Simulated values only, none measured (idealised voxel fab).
process module | voxel self aligned vias
cross-section cut | 210 nm wide | cells 5 nm
A cross-section is a grid of square cells, given in bands from the top down. A band is one or more rows of cells.
Each band's line starts with the height of the band's top and of its bottom, in nm. Then come its materials from left to right, each with its width in nm. One material with "throughout" fills the band from edge to edge. "air" is empty space.
Height 0 is the level under which the wafer as received is all one material. The lowest band goes on downwards, as in "0 down".
A width such as "30 to 40" changes by the same amount from each row of cells to the next, from the band's top row to its bottom row.
"no change" after a step means that no cell of the cross-section changed.
closed voids: empty space of 8 cells or more with no open way to the top, each as width x height at its distance from the left edge, in nm
after a step's settings: what the simulator itself notes on the step
overlay nm, on a step with a mask: how far to the right of its planned place the mask lay; to the left if negative
plan
1 op RECEIVE | material Si
2 op CONFORMAL_DEP | material SiO2 | thk nm 15
3 op CONFORMAL_DEP | material SiCN | thk nm 5
4 op DIRECTIONAL_DEP | material SiO2 | thk nm 20
5 op PATTERN | tone open | mask id LINES | material resist | width nm 20 | pitch nm 55 | thk nm 15 | overlay nm 0
6 op DIRECTIONAL_ETCH | etch materials SiO2 | depth nm 20
7 op STRIP | etch materials resist
8 op CONFORMAL_DEP | material TiN | thk nm 5
9 op FILL_DEP | material Ru | thk nm 5
10 op CMP | height nm 40
11 op SELECTIVE_ETCH | etch materials W Ru TiN | depth nm 10
12 op FILL_DEP | material SiN | thk nm 10
13 op CMP | height nm 40
14 op DIRECTIONAL_DEP | material SiO2 | thk nm 20
15 op MASKED_ETCH | tone open | mask id VIAS | width nm 40 | pitch nm 110 | etch materials SiO2 | depth nm 20 | overlay nm 0
16 op MASKED_ETCH | tone open | mask id VIAS | width nm 40 | pitch nm 110 | etch materials SiN | depth nm 10 | overlay nm 0
17 op CONFORMAL_DEP | material TiN | thk nm 5
18 op FILL_DEP | material Cu | thk nm 10
19 op CMP | height nm 60
20 op CONFORMAL_DEP | material SiCN | thk nm 5
as received, after step 1
  0 down: Si throughout
  closed voids: none
a wafer at the end: this start, this plan, one mistake
  80 to 75: SiCN throughout
  75 to 65: Cu throughout
  65 to 60: TiN 35 | Cu 30 | TiN 80 | Cu 30 | TiN 35
  60 to 45: SiO2 30 | TiN 5 | Cu 30 | TiN 5 | SiO2 70 | TiN 5 | Cu 30 | TiN 5 | SiO2 30
  45 to 40: SiO2 30 | TiN 15 | Cu 10 | TiN 15 | SiO2 70 | TiN 15 | Cu 10 | TiN 15 | SiO2 30
  40 to 35: SiO2 40 | TiN 5 | Cu 10 | TiN 5 | SiO2 35 | SiN 20 | SiO2 35 | TiN 5 | Cu 10 | TiN 5 | SiO2 40
  35 to 30: SiO2 40 | TiN 20 | SiO2 35 | SiN 20 | SiO2 35 | TiN 20 | SiO2 40
  30 to 25: SiO2 40 | TiN 5 | Ru 10 | TiN 5 | SiO2 35 | TiN 5 | Ru 10 | TiN 5 | SiO2 35 | TiN 5 | Ru 10 | TiN 5 | SiO2 40
  25 to 20: SiO2 40 | TiN 20 | SiO2 35 | TiN 20 | SiO2 35 | TiN 20 | SiO2 40
  20 to 15: SiCN throughout
  15 to 0: SiO2 throughout
  0 down: Si throughout
  closed voids: none
what went wrong: step 19 was left out
